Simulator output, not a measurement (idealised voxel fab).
The process module presented herein is designated voxel ribs on slabs.
In the cross-section labelled cut, the width is 270 nm and each square cell is 5 nm.
Each cross-section below is a grid of square cells, stated as bands in top-down order, with one or more rows of cells making up each band.
First you get the band's top height and its bottom height, in nm, and then the materials it's made of, left to right, with each width in nm. If you see a single material with "throughout", that one covers the band edge to edge. "air" is empty space.
Convention: height 0 is the level below which the wafer, as received, is all one material. The lowest band does not terminate at the bottom but continues downward, represented as "from 0 down".
Top row gets the first number, bottom row gets the second, and each row in between changes by the same step: that is how a band width like "30->40" works.
Any step labelled "left unchanged" changed none of the cells in the cross-section.
If an empty space has no open way to the top and is at least 8 cells in size, "Enclosed cavities" lists it, written width x height at distance, where distance is measured from the left edge and every value is in nm.
Read whatever lies past the settings on a step's line as the simulator's own remark about the step.
Regarding "overlay nm": on a step with a mask, it is the distance the mask lay to the right of its planned place; a negative value places it to the left.
SO HERE'S THE LINEUP OF PROCESS STEPS WE PLANNED
1. op RECEIVE | material Si
2. op DIRECTIONAL_DEP | material SiO2 | thk nm 25
3. op DIRECTIONAL_DEP | material SiN | thk nm 20
4. op PATTERN | tone cover | mask id RIB | material resist | width nm 30 | thk nm 15 | overlay nm 0
5. op DIRECTIONAL_ETCH | etch materials SiN | depth nm 15
6. op STRIP | etch materials resist
7. op MASKED_ETCH | tone cover | mask id SLAB | width nm 80 | etch materials SiN | depth nm 5 | overlay nm 0
8. op FILL_DEP | material SiO2 | thk nm 25
9. op CMP | height nm 65
10. op DIRECTIONAL_DEP | material TiN | thk nm 5
11. op DIRECTIONAL_DEP | material aC | thk nm 15
12. op PATTERN | tone cover | mask id HEATER | material resist | width nm 40 | thk nm 35 | overlay nm 0
13. op DIRECTIONAL_ETCH | etch materials aC | depth nm 15
14. op STRIP | etch materials resist
15. op DIRECTIONAL_ETCH | etch materials TiN | depth nm 5
16. op STRIP | etch materials aC
17. op CONFORMAL_DEP | material SiO2 | thk nm 10
SO THIS IS THE INCOMING WAFER IN CROSS-SECTION - IT'S ALREADY BEEN THROUGH STEP 1
    from 0 down  Si throughout
    Enclosed cavities: none
HERE'S THE WAFER CUT IN CROSS-SECTION AFTER THE MODULE, STARTED AND PLANNED JUST LIKE ABOVE, EXCEPT ONE THING WAS DONE WRONG IN THE RUN
    from 80 to 75  SiO2 125 nm, air 20 nm, SiO2 125 nm
    from 75 to 70  SiO2 throughout
    from 70 to 65  TiN 115 nm, SiO2 40 nm, TiN 115 nm
    from 65 to 45  SiO2 throughout
    from 45 to 30  SiO2 120 nm, SiN 30 nm, SiO2 120 nm
    from 30 to 25  SiO2 95 nm, SiN 80 nm, SiO2 95 nm
    from 25 to 0  SiO2 throughout
    from 0 down  Si throughout
    Enclosed cavities: none
Plan not followed: step 12 did not use the planned setting and instead ran as op PATTERN | tone open | mask id HEATER | material resist | width nm 40 | thk nm 35 | overlay nm 0
